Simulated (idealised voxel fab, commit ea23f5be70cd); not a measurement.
Module name: voxel capacitor over wiring (process module)
Each square cell in cross-section cut measures 5 nm, and the section as a whole is 220 nm wide.
Format of a cross-section: grid, square cells. Given as bands. Order: top down. Band: one or more rows of cells. Basically the band line says how high the top is and how high the bottom is, in nm, and then what's in it from left to right, every material with its width in nm. Empty space shows up as "blank", and if a single material carries "full width" it runs the full band edge to edge. Note: height 0 marks the level under which the wafer is uniformly one material as received. Lowest band unbounded below, written "top 0, no bottom". The expression "30->40" gives the width at the extremes of the band, the first number at its top row of cells and the second at its bottom row, with the width changing by equal amounts from each row to the next in between. It should be understood that the words "nothing altered", when stated for a given step, signify that the cross-section underwent no change in any of its cells during that step. Closed void entries: empty space of 8 cells or more with no open way to the top, each as width x height at its distance from the left edge, in nm. Text after the settings on a step's line: the simulator's own remark on that step. "overlay nm", when on a step's line for a step with a mask, measures how far to the right of its planned place the mask lay; a negative measure means to the left. Pairs follow: section before one process step, section after it down to the lowest changed band, step with settings underneath. Pairs may come from different runs of this module on the same starting wafer; continuity with the pair above only as stated in the "Before-step section" entry.

-- Before-step section
top 70, bottom 65: SiN full width
top 65, bottom 55: TiN full width
top 55, bottom 35: lowk: 70  Ru: 15  lowk: 135
top 35, bottom 30: SiCN: 70  Ru: 15  SiCN: 135
top 30, bottom 15: lowk: 75  TiN: 5  Cu: 10  TiN: 5  lowk: 50  TiN: 5  Cu: 10  TiN: 5  lowk: 55
top 15, bottom 10: SiN: 75  TiN: 20  SiN: 50  TiN: 20  SiN: 55
top 10, bottom 0: SiO2 full width
top 0, no bottom: Si full width
Closed void entries: none

-- Cross-Section Thereafter
top 80, bottom 70: TiN full width
Under the height 70 nothing was changed.
Closed void entries: none
Between before and after as drawn above: DIRECTIONAL_DEP [material TiN] [thk nm 10]

Before-step section: it's just the after picture from the pair right above this one.

-- Cross-Section Thereafter
top 95, bottom 80: blank: 70  resist: 55  blank: 95
Under the height 80 nothing was changed.
Closed void entries: none
Between before and after as drawn above: PATTERN [tone cover] [mask id UPPER_PLATE] [material resist] [width nm 55] [thk nm 15] [overlay nm 0]

Before-step section: it's just the after picture from the pair right above this one.

-- Cross-Section Thereafter
top 95, bottom 80: blank: 70  resist: 55  blank: 95
top 80, bottom 70: blank: 70  TiN: 55  blank: 95
Under the height 70 nothing was changed.
Closed void entries: none
Between before and after as drawn above: DIRECTIONAL_ETCH [etch materials TiN] [depth nm 10]

Before-step section: it's just the after picture from the pair right above this one.

-- Cross-Section Thereafter
top 95, bottom 80: blank: 70  resist: 55  blank: 95
top 80, bottom 70: blank: 70  TiN: 55  blank: 95
top 70, bottom 65: blank: 70  SiN: 55  blank: 95
Under the height 65 nothing was changed.
Closed void entries: none
Between before and after as drawn above: DIRECTIONAL_ETCH [etch materials SiN] [depth nm 5]

Before-step section: it's just the after picture from the pair right above this one.

-- Cross-Section Thereafter
top 80, bottom 70: blank: 70  TiN: 55  blank: 95
Under the height 70 nothing was changed.
Closed void entries: none
Between before and after as drawn above: STRIP [etch materials resist]

Before-step section: it's just the after picture from the pair right above this one.

-- Cross-Section Thereafter
top 80, bottom 70: blank: 70  TiN: 55  blank: 95
top 70, bottom 65: blank: 70  SiN: 55  blank: 95
top 65, bottom 55: blank: 65  TiN: 65  blank: 90
Under the height 55 nothing was changed.
Closed void entries: none
Between before and after as drawn above: MASKED_ETCH [tone cover] [mask id LOWER_PLATE] [width nm 65] [etch materials TiN] [depth nm 10] [overlay nm 0]

Before-step section: it's just the after picture from the pair right above this one.

-- Cross-Section Thereafter
top 95, bottom 80: SiO2 full width
top 80, bottom 70: SiO2: 70  TiN: 55  SiO2: 95
top 70, bottom 65: SiO2: 70  SiN: 55  SiO2: 95
top 65, bottom 55: SiO2: 65  TiN: 65  SiO2: 90
Under the height 55 nothing was changed.
Closed void entries: none
Between before and after as drawn above: FILL_DEP [material SiO2] [thk nm 15]

Before-step section: it's just the after picture from the pair right above this one.

-- Cross-Section Thereafter
top 90, bottom 80: SiO2 full width
Under the height 80 nothing was changed.
Closed void entries: none
Between before and after as drawn above: CMP [height nm 90]

Before-step section: it's just the after picture from the pair right above this one.

-- Cross-Section Thereafter
top 105, bottom 90: aC full width
Under the height 90 nothing was changed.
Closed void entries: none
Between before and after as drawn above: DIRECTIONAL_DEP [material aC] [thk nm 15]

Before-step section: it's just the after picture from the pair right above this one.

-- Cross-Section Thereafter
top 135, bottom 105: resist: 80  blank: 15  resist: 125
Under the height 105 nothing was changed.
Closed void entries: none
Between before and after as drawn above: PATTERN [tone open] [mask id PLUG_2] [material resist] [width nm 15] [thk nm 30] [overlay nm 0]

Before-step section: it's just the after picture from the pair right above this one.

-- Cross-Section Thereafter
top 120, bottom 105: resist: 80  blank: 15  resist: 125
top 105, bottom 90: aC: 80  blank: 15  aC: 125
Under the height 90 nothing was changed.
Closed void entries: none
Between before and after as drawn above: DIRECTIONAL_ETCH [etch materials aC] [depth nm 15]

Before-step section: it's just the after picture from the pair right above this one.

-- Cross-Section Thereafter
top 105, bottom 90: aC: 80  blank: 15  aC: 125
Under the height 90 nothing was changed.
Closed void entries: none
Between before and after as drawn above: STRIP [etch materials resist]

Before-step section: it's just the after picture from the pair right above this one.

-- Cross-Section Thereafter
top 105, bottom 90: aC: 80  blank: 15  aC: 125
top 90, bottom 80: SiO2: 80  blank: 15  SiO2: 125
Under the height 80 nothing was changed.
Closed void entries: none
Between before and after as drawn above: DIRECTIONAL_ETCH [etch materials SiO2] [depth nm 10]

Before-step section: it's just the after picture from the pair right above this one.

-- Cross-Section Thereafter
top 90, bottom 80: SiO2: 80  blank: 15  SiO2: 125
Under the height 80 nothing was changed.
Closed void entries: none
Between before and after as drawn above: STRIP [etch materials aC]

Before-step section: it's just the after picture from the pair right above this one.

-- Cross-Section Thereafter
top 95, bottom 90: TiN: 85  blank: 5  TiN: 130
top 90, bottom 85: SiO2: 80  TiN: 5  blank: 5  TiN: 5  SiO2: 125
top 85, bottom 80: SiO2: 80  TiN: 15  SiO2: 125
Under the height 80 nothing was changed.
Closed void entries: none
Between before and after as drawn above: CONFORMAL_DEP [material TiN] [thk nm 5]

Before-step section: it's just the after picture from the pair right above this one.

-- Cross-Section Thereafter
top 100, bottom 95: Cu full width
top 95, bottom 90: TiN: 85  Cu: 5  TiN: 130
top 90, bottom 85: SiO2: 80  TiN: 5  Cu: 5  TiN: 5  SiO2: 125
Under the height 85 nothing was changed.
Closed void entries: none
Between before and after as drawn above: FILL_DEP [material Cu] [thk nm 5]

Before-step section: it's just the after picture from the pair right above this one.

-- Cross-Section Thereafter
top 90, bottom 85: SiO2: 80  TiN: 5  Cu: 5  TiN: 5  SiO2: 125
Under the height 85 nothing was changed.
Closed void entries: none
Between before and after as drawn above: CMP [height nm 90]

Before-step section: it's just the after picture from the pair right above this one.

-- Cross-Section Thereafter
top 95, bottom 90: SiCN full width
Under the height 90 nothing was changed.
Closed void entries: none
Between before and after as drawn above: CONFORMAL_DEP [material SiCN] [thk nm 5]

-- Before-step section
top 10, bottom 0: SiO2 full width
top 0, no bottom: Si full width
Closed void entries: none

-- Cross-Section Thereafter
top 15, bottom 10: Cu full width
Under the height 10 nothing was changed.
Closed void entries: none
Between before and after as drawn above: CONFORMAL_DEP [material Cu] [thk nm 5]

Before-step section: it's just the after picture from the pair right above this one.

-- Cross-Section Thereafter
top 30, bottom 15: lowk full width
Under the height 15 nothing was changed.
Closed void entries: none
Between before and after as drawn above: DIRECTIONAL_DEP [material lowk] [thk nm 15]

Before-step section: it's just the after picture from the pair right above this one.

-- Cross-Section Thereafter
top 45, bottom 30: resist: 65  blank: 20  resist: 50  blank: 20  resist: 65
Under the height 30 nothing was changed.
Closed void entries: none
Between before and after as drawn above: PATTERN [tone open] [mask id METAL_1] [material resist] [width nm 20] [pitch nm 70] [thk nm 15] [overlay nm 0]

Before-step section: it's just the after picture from the pair right above this one.

-- Cross-Section Thereafter
top 45, bottom 30: resist: 65  blank: 20  resist: 50  blank: 20  resist: 65
top 30, bottom 15: lowk: 65  blank: 20  lowk: 50  blank: 20  lowk: 65
Under the height 15 nothing was changed.
Closed void entries: none
Between before and after as drawn above: DIRECTIONAL_ETCH [etch materials lowk] [depth nm 15]

Before-step section: it's just the after picture from the pair right above this one.

-- Cross-Section Thereafter
top 30, bottom 15: lowk: 65  blank: 20  lowk: 50  blank: 20  lowk: 65
Under the height 15 nothing was changed.
Closed void entries: none
Between before and after as drawn above: STRIP [etch materials resist]

Before-step section: it's just the after picture from the pair right above this one.

-- Cross-Section Thereafter
top 35, bottom 30: TiN: 70  blank: 10  TiN: 60  blank: 10  TiN: 70
top 30, bottom 20: lowk: 65  TiN: 5  blank: 10  TiN: 5  lowk: 50  TiN: 5  blank: 10  TiN: 5  lowk: 65
top 20, bottom 15: lowk: 65  TiN: 20  lowk: 50  TiN: 20  lowk: 65
Under the height 15 nothing was changed.
Closed void entries: none
Between before and after as drawn above: CONFORMAL_DEP [material TiN] [thk nm 5]

Before-step section: it's just the after picture from the pair right above this one.

-- Cross-Section Thereafter
top 45, bottom 35: Cu full width
top 35, bottom 30: TiN: 70  Cu: 10  TiN: 60  Cu: 10  TiN: 70
top 30, bottom 20: lowk: 65  TiN: 5  Cu: 10  TiN: 5  lowk: 50  TiN: 5  Cu: 10  TiN: 5  lowk: 65
Under the height 20 nothing was changed.
Closed void entries: none
Between before and after as drawn above: FILL_DEP [material Cu] [thk nm 10]

Before-step section: it's just the after picture from the pair right above this one.

-- Cross-Section Thereafter
top 30, bottom 20: lowk: 65  TiN: 5  Cu: 10  TiN: 5  lowk: 50  TiN: 5  Cu: 10  TiN: 5  lowk: 65
Under the height 20 nothing was changed.
Closed void entries: none
Between before and after as drawn above: CMP [height nm 30]

Before-step section: it's just the after picture from the pair right above this one.

-- Cross-Section Thereafter
top 35, bottom 30: SiCN full width
Under the height 30 nothing was changed.
Closed void entries: none
Between before and after as drawn above: CONFORMAL_DEP [material SiCN] [thk nm 5]

Before-step section: it's just the after picture from the pair right above this one.

-- Cross-Section Thereafter
top 55, bottom 35: lowk full width
Under the height 35 nothing was changed.
Closed void entries: none
Between before and after as drawn above: DIRECTIONAL_DEP [material lowk] [thk nm 20]

Before-step section: it's just the after picture from the pair right above this one.

-- Cross-Section Thereafter
top 65, bottom 55: aC full width
Under the height 55 nothing was changed.
Closed void entries: none
Between before and after as drawn above: DIRECTIONAL_DEP [material aC] [thk nm 10]

Before-step section: it's just the after picture from the pair right above this one.

-- Cross-Section Thereafter
top 95, bottom 65: resist: 70  blank: 15  resist: 135
Under the height 65 nothing was changed.
Closed void entries: none
Between before and after as drawn above: PATTERN [tone open] [mask id PLUG_1] [material resist] [width nm 15] [thk nm 30] [overlay nm 0]

Before-step section: it's just the after picture from the pair right above this one.

-- Cross-Section Thereafter
top 85, bottom 65: resist: 70  blank: 15  resist: 135
top 65, bottom 55: aC: 70  blank: 15  aC: 135
Under the height 55 nothing was changed.
Closed void entries: none
Between before and after as drawn above: DIRECTIONAL_ETCH [etch materials aC] [depth nm 10]

Before-step section: it's just the after picture from the pair right above this one.

-- Cross-Section Thereafter
top 65, bottom 55: aC: 70  blank: 15  aC: 135
Under the height 55 nothing was changed.
Closed void entries: none
Between before and after as drawn above: STRIP [etch materials resist]

Before-step section: it's just the after picture from the pair right above this one.

-- Cross-Section Thereafter
top 65, bottom 55: aC: 70  blank: 15  aC: 135
top 55, bottom 35: lowk: 70  blank: 15  lowk: 135
Under the height 35 nothing was changed.
Closed void entries: none
Between before and after as drawn above: DIRECTIONAL_ETCH [etch materials lowk] [depth nm 20]

Before-step section: it's just the after picture from the pair right above this one.

-- Cross-Section Thereafter
top 65, bottom 55: aC: 70  blank: 15  aC: 135
top 55, bottom 35: lowk: 70  blank: 15  lowk: 135
top 35, bottom 30: SiCN: 70  blank: 15  SiCN: 135
Under the height 30 nothing was changed.
Closed void entries: none
Between before and after as drawn above: DIRECTIONAL_ETCH [etch materials SiCN] [depth nm 5]

Before-step section: it's just the after picture from the pair right above this one.

-- Cross-Section Thereafter
top 55, bottom 35: lowk: 70  blank: 15  lowk: 135
Under the height 35 nothing was changed.
Closed void entries: none
Between before and after as drawn above: STRIP [etch materials aC]

Before-step section: it's just the after picture from the pair right above this one.

-- Cross-Section Thereafter
top 55, bottom 40: lowk: 70  blank: 15  lowk: 135
top 40, bottom 35: lowk: 70  Ru: 15  lowk: 135
top 35, bottom 30: SiCN: 70  Ru: 15  SiCN: 135
Under the height 30 nothing was changed.
Closed void entries: none
Between before and after as drawn above: EPI [material Ru] [thk nm 10]

Before-step section: it's just the after picture from the pair right above this one.

-- Cross-Section Thereafter
top 55, bottom 50: lowk: 70  blank: 15  lowk: 135
top 50, bottom 35: lowk: 70  Ru: 15  lowk: 135
Under the height 35 nothing was changed.
Closed void entries: none
Between before and after as drawn above: EPI [material Ru] [thk nm 10]

Before-step section: it's just the after picture from the pair right above this one.

-- Cross-Section Thereafter
top 55, bottom 35: lowk: 70  Ru: 15  lowk: 135
Under the height 35 nothing was changed.
Closed void entries: none
Between before and after as drawn above: EPI [material Ru] [thk nm 5]

Before-step section: it's just the after picture from the pair right above this one.

-- Cross-Section Thereafter
top 65, bottom 55: TiN full width
Under the height 55 nothing was changed.
Closed void entries: none
Between before and after as drawn above: DIRECTIONAL_DEP [material TiN] [thk nm 10]

Before-step section: it's just the after picture from the pair right above this one.

-- Cross-Section Thereafter
top 70, bottom 65: SiN full width
Under the height 65 nothing was changed.
Closed void entries: none
Between before and after as drawn above: DIRECTIONAL_DEP [material SiN] [thk nm 5]

Before-step section: it's just the after picture from the pair right above this one.

-- Cross-Section Thereafter
top 80, bottom 70: TiN full width
Under the height 70 nothing was changed.
Closed void entries: none
Between before and after as drawn above: DIRECTIONAL_DEP [material TiN] [thk nm 10]

Before-step section: it's just the after picture from the pair right above this one.

-- Cross-Section Thereafter
top 95, bottom 80: blank: 70  resist: 55  blank: 95
Under the height 80 nothing was changed.
Closed void entries: none
Between before and after as drawn above: PATTERN [tone cover] [mask id UPPER_PLATE] [material resist] [width nm 55] [thk nm 15] [overlay nm 0]

Before-step section: it's just the after picture from the pair right above this one.

-- Cross-Section Thereafter
top 95, bottom 80: blank: 70  resist: 55  blank: 95
top 80, bottom 70: blank: 70  TiN: 55  blank: 95
Under the height 70 nothing was changed.
Closed void entries: none
Between before and after as drawn above: DIRECTIONAL_ETCH [etch materials TiN] [depth nm 10]

Before-step section: it's just the after picture from the pair right above this one.

-- Cross-Section Thereafter
top 95, bottom 80: blank: 70  resist: 55  blank: 95
top 80, bottom 70: blank: 70  TiN: 55  blank: 95
top 70, bottom 65: blank: 70  SiN: 55  blank: 95
Under the height 65 nothing was changed.
Closed void entries: none
Between before and after as drawn above: DIRECTIONAL_ETCH [etch materials SiN] [depth nm 5]

Before-step section: it's just the after picture from the pair right above this one.

-- Cross-Section Thereafter
top 80, bottom 70: blank: 70  TiN: 55  blank: 95
Under the height 70 nothing was changed.
Closed void entries: none
Between before and after as drawn above: STRIP [etch materials resist]

Before-step section: it's just the after picture from the pair right above this one.

-- Cross-Section Thereafter
top 80, bottom 70: blank: 70  TiN: 55  blank: 95
top 70, bottom 65: blank: 70  SiN: 55  blank: 95
top 65, bottom 55: blank: 65  TiN: 65  blank: 90
Under the height 55 nothing was changed.
Closed void entries: none
Between before and after as drawn above: MASKED_ETCH [tone cover] [mask id LOWER_PLATE] [width nm 65] [etch materials TiN] [depth nm 10] [overlay nm 0]

Before-step section: it's just the after picture from the pair right above this one.

-- Cross-Section Thereafter
top 95, bottom 80: SiO2 full width
top 80, bottom 70: SiO2: 70  TiN: 55  SiO2: 95
top 70, bottom 65: SiO2: 70  SiN: 55  SiO2: 95
top 65, bottom 55: SiO2: 65  TiN: 65  SiO2: 90
Under the height 55 nothing was changed.
Closed void entries: none
Between before and after as drawn above: FILL_DEP [material SiO2] [thk nm 15]

Before-step section: it's just the after picture from the pair right above this one.

-- Cross-Section Thereafter
top 90, bottom 80: SiO2 full width
Under the height 80 nothing was changed.
Closed void entries: none
Between before and after as drawn above: CMP [height nm 90]

Before-step section: it's just the after picture from the pair right above this one.

-- Cross-Section Thereafter
top 105, bottom 90: aC full width
Under the height 90 nothing was changed.
Closed void entries: none
Between before and after as drawn above: DIRECTIONAL_DEP [material aC] [thk nm 15]

Before-step section: it's just the after picture from the pair right above this one.

-- Cross-Section Thereafter
top 135, bottom 105: resist: 80  blank: 15  resist: 125
Under the height 105 nothing was changed.
Closed void entries: none
Between before and after as drawn above: PATTERN [tone open] [mask id PLUG_2] [material resist] [width nm 15] [thk nm 30] [overlay nm 0]

Before-step section: it's just the after picture from the pair right above this one.

-- Cross-Section Thereafter
top 120, bottom 105: resist: 80  blank: 15  resist: 125
top 105, bottom 90: aC: 80  blank: 15  aC: 125
Under the height 90 nothing was changed.
Closed void entries: none
Between before and after as drawn above: DIRECTIONAL_ETCH [etch materials aC] [depth nm 15]

Before-step section: it's just the after picture from the pair right above this one.

-- Cross-Section Thereafter
top 105, bottom 90: aC: 80  blank: 15  aC: 125
Under the height 90 nothing was changed.
Closed void entries: none
Between before and after as drawn above: STRIP [etch materials resist]

Before-step section: it's just the after picture from the pair right above this one.

-- Cross-Section Thereafter
top 105, bottom 90: aC: 80  blank: 15  aC: 125
top 90, bottom 80: SiO2: 80  blank: 15  SiO2: 125
Under the height 80 nothing was changed.
Closed void entries: none
Between before and after as drawn above: DIRECTIONAL_ETCH [etch materials SiO2] [depth nm 10]

Before-step section: it's just the after picture from the pair right above this one.

-- Cross-Section Thereafter
top 90, bottom 80: SiO2: 80  blank: 15  SiO2: 125
Under the height 80 nothing was changed.
Closed void entries: none
Between before and after as drawn above: STRIP [etch materials aC]

Before-step section: it's just the after picture from the pair right above this one.

-- Cross-Section Thereafter
top 95, bottom 90: TiN: 85  blank: 5  TiN: 130
top 90, bottom 85: SiO2: 80  TiN: 5  blank: 5  TiN: 5  SiO2: 125
top 85, bottom 80: SiO2: 80  TiN: 15  SiO2: 125
Under the height 80 nothing was changed.
Closed void entries: none
Between before and after as drawn above: CONFORMAL_DEP [material TiN] [thk nm 5]

Before-step section: it's just the after picture from the pair right above this one.

-- Cross-Section Thereafter
top 100, bottom 95: Cu full width
top 95, bottom 90: TiN: 85  Cu: 5  TiN: 130
top 90, bottom 85: SiO2: 80  TiN: 5  Cu: 5  TiN: 5  SiO2: 125
Under the height 85 nothing was changed.
Closed void entries: none
Between before and after as drawn above: FILL_DEP [material Cu] [thk nm 5]

Before-step section: it's just the after picture from the pair right above this one.

-- Cross-Section Thereafter
top 90, bottom 85: SiO2: 80  TiN: 5  Cu: 5  TiN: 5  SiO2: 125
Under the height 85 nothing was changed.
Closed void entries: none
Between before and after as drawn above: CMP [height nm 90]

Before-step section: it's just the after picture from the pair right above this one.

-- Cross-Section Thereafter
top 95, bottom 90: SiCN full width
Under the height 90 nothing was changed.
Closed void entries: none
Between before and after as drawn above: CONFORMAL_DEP [material SiCN] [thk nm 5]

-- Before-step section
top 65, bottom 55: aC full width
top 55, bottom 35: lowk full width
top 35, bottom 30: SiCN full width
top 30, bottom 15: lowk: 65  TiN: 5  Cu: 10  TiN: 5  lowk: 50  TiN: 5  Cu: 10  TiN: 5  lowk: 65
top 15, bottom 10: SiN: 65  TiN: 20  SiN: 50  TiN: 20  SiN: 65
top 10, bottom 0: SiO2 full width
top 0, no bottom: Si full width
Closed void entries: none

-- Cross-Section Thereafter
top 95, bottom 65: blank: 70  resist: 15  blank: 135
Under the height 65 nothing was changed.
Closed void entries: none
Between before and after as drawn above: PATTERN [tone cover] [mask id PLUG_1] [material resist] [width nm 15] [thk nm 30] [overlay nm 0]

Before-step section: it's just the after picture from the pair right above this one.

-- Cross-Section Thereafter
top 85, bottom 65: blank: 70  resist: 15  blank: 135
top 65, bottom 55: blank: 70  aC: 15  blank: 135
Under the height 55 nothing was changed.
Closed void entries: none
Between before and after as drawn above: DIRECTIONAL_ETCH [etch materials aC] [depth nm 10]

Before-step section: it's just the after picture from the pair right above this one.

-- Cross-Section Thereafter
top 65, bottom 55: blank: 70  aC: 15  blank: 135
Under the height 55 nothing was changed.
Closed void entries: none
Between before and after as drawn above: STRIP [etch materials resist]

Before-step section: it's just the after picture from the pair right above this one.

-- Cross-Section Thereafter
top 65, bottom 55: blank: 70  aC: 15  blank: 135
top 55, bottom 35: blank: 70  lowk: 15  blank: 135
Under the height 35 nothing was changed.
Closed void entries: none
Between before and after as drawn above: DIRECTIONAL_ETCH [etch materials lowk] [depth nm 20]

Before-step section: it's just the after picture from the pair right above this one.

-- Cross-Section Thereafter
top 65, bottom 55: blank: 70  aC: 15  blank: 135
top 55, bottom 35: blank: 70  lowk: 15  blank: 135
top 35, bottom 30: blank: 70  SiCN: 15  blank: 135
Under the height 30 nothing was changed.
Closed void entries: none
Between before and after as drawn above: DIRECTIONAL_ETCH [etch materials SiCN] [depth nm 5]

Before-step section: it's just the after picture from the pair right above this one.

-- Cross-Section Thereafter
top 55, bottom 35: blank: 70  lowk: 15  blank: 135
Under the height 35 nothing was changed.
Closed void entries: none
Between before and after as drawn above: STRIP [etch materials aC]

Before-step section: it's just the after picture from the pair right above this one.

-- Cross-Section Thereafter
top 55, bottom 40: blank: 70  lowk: 15  blank: 135
top 40, bottom 35: blank: 55  Ru: 15  lowk: 15  blank: 40  Ru: 40  blank: 55
top 35, bottom 30: blank: 55  Ru: 15  SiCN: 15  blank: 40  Ru: 40  blank: 55
Under the height 30 nothing was changed.
Closed void entries: none
Between before and after as drawn above: EPI [material Ru] [thk nm 10]

Before-step section: it's just the after picture from the pair right above this one.

-- Cross-Section Thereafter
top 55, bottom 50: blank: 70  lowk: 15  blank: 135
top 50, bottom 35: blank: 45  Ru: 25  lowk: 15  blank: 30  Ru: 60  blank: 45
top 35, bottom 30: blank: 45  Ru: 25  SiCN: 15  blank: 30  Ru: 60  blank: 45
Under the height 30 nothing was changed.
Closed void entries: none
Between before and after as drawn above: EPI [material Ru] [thk nm 10]

Before-step section: it's just the after picture from the pair right above this one.

-- Cross-Section Thereafter
top 55, bottom 35: blank: 40  Ru: 30  lowk: 15  blank: 25  Ru: 70  blank: 40
top 35, bottom 30: blank: 40  Ru: 30  SiCN: 15  blank: 25  Ru: 70  blank: 40
Under the height 30 nothing was changed.
Closed void entries: none
Between before and after as drawn above: EPI [material Ru] [thk nm 5]

Before-step section: it's just the after picture from the pair right above this one.

-- Cross-Section Thereafter
top 65, bottom 55: blank: 40  TiN: 45  blank: 25  TiN: 70  blank: 40
top 55, bottom 40: blank: 40  Ru: 30  lowk: 15  blank: 25  Ru: 70  blank: 40
top 40, bottom 35: TiN: 40  Ru: 30  lowk: 15  TiN: 25  Ru: 70  TiN: 40
top 35, bottom 30: TiN: 40  Ru: 30  SiCN: 15  TiN: 25  Ru: 70  TiN: 40
Under the height 30 nothing was changed.
Closed void entries: none
Between before and after as drawn above: DIRECTIONAL_DEP [material TiN] [thk nm 10]

Before-step section: it's just the after picture from the pair right above this one.

-- Cross-Section Thereafter
top 70, bottom 65: blank: 40  SiN: 45  blank: 25  SiN: 70  blank: 40
top 65, bottom 55: blank: 40  TiN: 45  blank: 25  TiN: 70  blank: 40
top 55, bottom 45: blank: 40  Ru: 30  lowk: 15  blank: 25  Ru: 70  blank: 40
top 45, bottom 40: SiN: 40  Ru: 30  lowk: 15  SiN: 25  Ru: 70  SiN: 40
Under the height 40 nothing was changed.
Closed void entries: none
Between before and after as drawn above: DIRECTIONAL_DEP [material SiN] [thk nm 5]

Before-step section: it's just the after picture from the pair right above this one.

-- Cross-Section Thereafter
top 80, bottom 70: blank: 40  TiN: 45  blank: 25  TiN: 70  blank: 40
top 70, bottom 65: blank: 40  SiN: 45  blank: 25  SiN: 70  blank: 40
top 65, bottom 55: blank: 40  TiN: 45  blank: 25  TiN: 70  blank: 40
top 55, bottom 45: TiN: 40  Ru: 30  lowk: 15  TiN: 25  Ru: 70  TiN: 40
Under the height 45 nothing was changed.
Closed void entries: none
Between before and after as drawn above: DIRECTIONAL_DEP [material TiN] [thk nm 10]

Before-step section: it's just the after picture from the pair right above this one.

-- Cross-Section Thereafter
top 95, bottom 80: blank: 70  resist: 55  blank: 95
top 80, bottom 70: blank: 40  TiN: 45  resist: 25  TiN: 70  blank: 40
top 70, bottom 65: blank: 40  SiN: 45  resist: 25  SiN: 70  blank: 40
top 65, bottom 55: blank: 40  TiN: 45  resist: 25  TiN: 70  blank: 40
Under the height 55 nothing was changed.
Closed void entries: none
Between before and after as drawn above: PATTERN [tone cover] [mask id UPPER_PLATE] [material resist] [width nm 55] [thk nm 15] [overlay nm 0]

Before-step section: it's just the after picture from the pair right above this one.

-- Cross-Section Thereafter
top 95, bottom 80: blank: 70  resist: 55  blank: 95
top 80, bottom 70: blank: 70  TiN: 15  resist: 25  TiN: 15  blank: 95
top 70, bottom 65: blank: 40  SiN: 45  resist: 25  SiN: 70  blank: 40
top 65, bottom 55: blank: 40  TiN: 45  resist: 25  TiN: 70  blank: 40
top 55, bottom 45: blank: 40  Ru: 30  lowk: 15  TiN: 25  Ru: 70  blank: 40
Under the height 45 nothing was changed.
Closed void entries: none
Between before and after as drawn above: DIRECTIONAL_ETCH [etch materials TiN] [depth nm 10]

Before-step section: it's just the after picture from the pair right above this one.

-- Cross-Section Thereafter
top 95, bottom 80: blank: 70  resist: 55  blank: 95
top 80, bottom 70: blank: 70  TiN: 15  resist: 25  TiN: 15  blank: 95
top 70, bottom 65: blank: 70  SiN: 15  resist: 25  SiN: 15  blank: 95
top 65, bottom 55: blank: 40  TiN: 45  resist: 25  TiN: 70  blank: 40
top 55, bottom 45: blank: 40  Ru: 30  lowk: 15  TiN: 25  Ru: 70  blank: 40
top 45, bottom 40: blank: 40  Ru: 30  lowk: 15  SiN: 25  Ru: 70  blank: 40
Under the height 40 nothing was changed.
Closed void entries: none
Between before and after as drawn above: DIRECTIONAL_ETCH [etch materials SiN] [depth nm 5]

Before-step section: it's just the after picture from the pair right above this one.

-- Cross-Section Thereafter
top 80, bottom 70: blank: 70  TiN: 15  blank: 25  TiN: 15  blank: 95
top 70, bottom 65: blank: 70  SiN: 15  blank: 25  SiN: 15  blank: 95
top 65, bottom 55: blank: 40  TiN: 45  blank: 25  TiN: 70  blank: 40
Under the height 55 nothing was changed.
Closed void entries: none
Between before and after as drawn above: STRIP [etch materials resist]

Before-step section: it's just the after picture from the pair right above this one.

-- Cross-Section Thereafter
top 80, bottom 70: blank: 70  TiN: 15  blank: 25  TiN: 15  blank: 95
top 70, bottom 65: blank: 70  SiN: 15  blank: 25  SiN: 15  blank: 95
top 65, bottom 55: blank: 65  TiN: 20  blank: 25  TiN: 20  blank: 90
top 55, bottom 45: blank: 40  Ru: 30  lowk: 15  TiN: 25  Ru: 70  blank: 40
top 45, bottom 40: blank: 40  Ru: 30  lowk: 15  SiN: 25  Ru: 70  blank: 40
top 40, bottom 35: blank: 40  Ru: 30  lowk: 15  TiN: 25  Ru: 70  blank: 40
top 35, bottom 30: blank: 40  Ru: 30  SiCN: 15  TiN: 25  Ru: 70  blank: 40
Under the height 30 nothing was changed.
Closed void entries: none
Between before and after as drawn above: MASKED_ETCH [tone cover] [mask id LOWER_PLATE] [width nm 65] [etch materials TiN] [depth nm 10] [overlay nm 0]

Before-step section: it's just the after picture from the pair right above this one.

-- Cross-Section Thereafter
top 95, bottom 80: SiO2 full width
top 80, bottom 70: SiO2: 70  TiN: 15  SiO2: 25  TiN: 15  SiO2: 95
top 70, bottom 65: SiO2: 70  SiN: 15  SiO2: 25  SiN: 15  SiO2: 95
top 65, bottom 55: SiO2: 65  TiN: 20  SiO2: 25  TiN: 20  SiO2: 90
top 55, bottom 45: SiO2: 40  Ru: 30  lowk: 15  TiN: 25  Ru: 70  SiO2: 40
top 45, bottom 40: SiO2: 40  Ru: 30  lowk: 15  SiN: 25  Ru: 70  SiO2: 40
top 40, bottom 35: SiO2: 40  Ru: 30  lowk: 15  TiN: 25  Ru: 70  SiO2: 40
top 35, bottom 30: SiO2: 40  Ru: 30  SiCN: 15  TiN: 25  Ru: 70  SiO2: 40
Under the height 30 nothing was changed.
Closed void entries: none
Between before and after as drawn above: FILL_DEP [material SiO2] [thk nm 15]

Before-step section: it's just the after picture from the pair right above this one.

-- Cross-Section Thereafter
top 90, bottom 80: SiO2 full width
Under the height 80 nothing was changed.
Closed void entries: none
Between before and after as drawn above: CMP [height nm 90]

Before-step section: it's just the after picture from the pair right above this one.

-- Cross-Section Thereafter
top 105, bottom 90: aC full width
Under the height 90 nothing was changed.
Closed void entries: none
Between before and after as drawn above: DIRECTIONAL_DEP [material aC] [thk nm 15]

Before-step section: it's just the after picture from the pair right above this one.

-- Cross-Section Thereafter
top 135, bottom 105: resist: 80  blank: 15  resist: 125
Under the height 105 nothing was changed.
Closed void entries: none
Between before and after as drawn above: PATTERN [tone open] [mask id PLUG_2] [material resist] [width nm 15] [thk nm 30] [overlay nm 0]

Before-step section: it's just the after picture from the pair right above this one.

-- Cross-Section Thereafter
top 120, bottom 105: resist: 80  blank: 15  resist: 125
top 105, bottom 90: aC: 80  blank: 15  aC: 125
Under the height 90 nothing was changed.
Closed void entries: none
Between before and after as drawn above: DIRECTIONAL_ETCH [etch materials aC] [depth nm 15]

Before-step section: it's just the after picture from the pair right above this one.

-- Cross-Section Thereafter
top 105, bottom 90: aC: 80  blank: 15  aC: 125
Under the height 90 nothing was changed.
Closed void entries: none
Between before and after as drawn above: STRIP [etch materials resist]

Before-step section: it's just the after picture from the pair right above this one.

-- Cross-Section Thereafter
top 105, bottom 90: aC: 80  blank: 15  aC: 125
top 90, bottom 80: SiO2: 80  blank: 15  SiO2: 125
Under the height 80 nothing was changed.
Closed void entries: none
Between before and after as drawn above: DIRECTIONAL_ETCH [etch materials SiO2] [depth nm 10]

Before-step section: it's just the after picture from the pair right above this one.

-- Cross-Section Thereafter
top 90, bottom 80: SiO2: 80  blank: 15  SiO2: 125
Under the height 80 nothing was changed.
Closed void entries: none
Between before and after as drawn above: STRIP [etch materials aC]
